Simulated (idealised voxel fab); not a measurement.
The name of this process module is voxel ribs on slabs.
It is cross-section cut that appears here, measuring 200 nm in width, its square cells being 5 nm in size.
Cross-section layout: square cells on a grid; listed as bands, top to bottom; a band spans one or more cell rows.
Each band's line starts with the height of the band's top and of its bottom, in nm. Then come its materials from left to right, each with its width in nm. One material with "full width" fills the band from edge to edge. "air" is empty space.
Note: height 0 marks the level under which the wafer is uniformly one material as received. Lowest band unbounded below, written "from 0 down".
A width such as "30..40" changes by the same amount from each row of cells to the next, from the band's top row to its bottom row.
You'll sometimes find "remains unaltered" written for a step, and that's the way of saying that nowhere in the cross-section did a cell change during that step.
So "Completely enclosed voids" is basically the list of trapped voids: any empty space of 8 cells or more that can't reach the top through an opening. They're written width x height at distance, the distance being from the left edge, and it's all nm.
Past the settings on a step's line: simulator remark, on that step.
overlay nm: mask offset rightward from planned place, masked step; negative means leftward offset.

Intended process steps
- 1: RECEIVE, material Si
- 2: DIRECTIONAL_DEP, material SiO2, thk nm 20
- 3: DIRECTIONAL_DEP, material SiN, thk nm 25
- 4: PATTERN, tone cover, mask id RIB, material resist, width nm 20, thk nm 20, overlay nm 0
- 5: DIRECTIONAL_ETCH, etch materials SiN, depth nm 5
- 6: STRIP, etch materials resist
- 7: PATTERN, tone cover, mask id SLAB, material resist, width nm 80, thk nm 15, overlay nm 0
- 8: DIRECTIONAL_ETCH, etch materials SiN, depth nm 20
- 9: STRIP, etch materials resist
- 10: FILL_DEP, material SiO2, thk nm 30
- 11: CMP, height nm 65
- 12: DIRECTIONAL_DEP, material W, thk nm 10
- 13: MASKED_ETCH, tone cover, mask id HEATER, width nm 30, etch materials W, depth nm 10, overlay nm 0
- 14: CONFORMAL_DEP, material SiO2, thk nm 10

Step 1 complete: cross-section of the wafer as received
> from 0 down: Si full width
> Completely enclosed voids: none

First wafer at the end, as planned
> from 85 to 75: air (75); SiO2 (50); air (75)
> from 75 to 65: SiO2 (85); W (30); SiO2 (85)
> from 65 to 45: SiO2 full width
> from 45 to 40: SiO2 (90); SiN (20); SiO2 (90)
> from 40 to 20: SiO2 (60); SiN (80); SiO2 (60)
> from 20 to 0: SiO2 full width
> from 0 down: Si full width
> Completely enclosed voids: none

Wafer two, sectioned after the module: the first wafer's start, the first wafer's plan, and one mistake in how it was run
> from 85 to 75: air (75); SiO2 (50); air (75)
> from 75 to 65: SiO2 (85); W (30); SiO2 (85)
> from 65 to 45: SiO2 (60); SiN (80); SiO2 (60)
> from 45 to 20: SiN full width
> from 20 to 0: SiO2 full width
> from 0 down: Si full width
> Completely enclosed voids: none
Misprocessing identified: step 3 from the plan got run twice
The second wafer ends with more or fewer cells of some materials than the first, per final count: +196 SiN; -196 SiO2
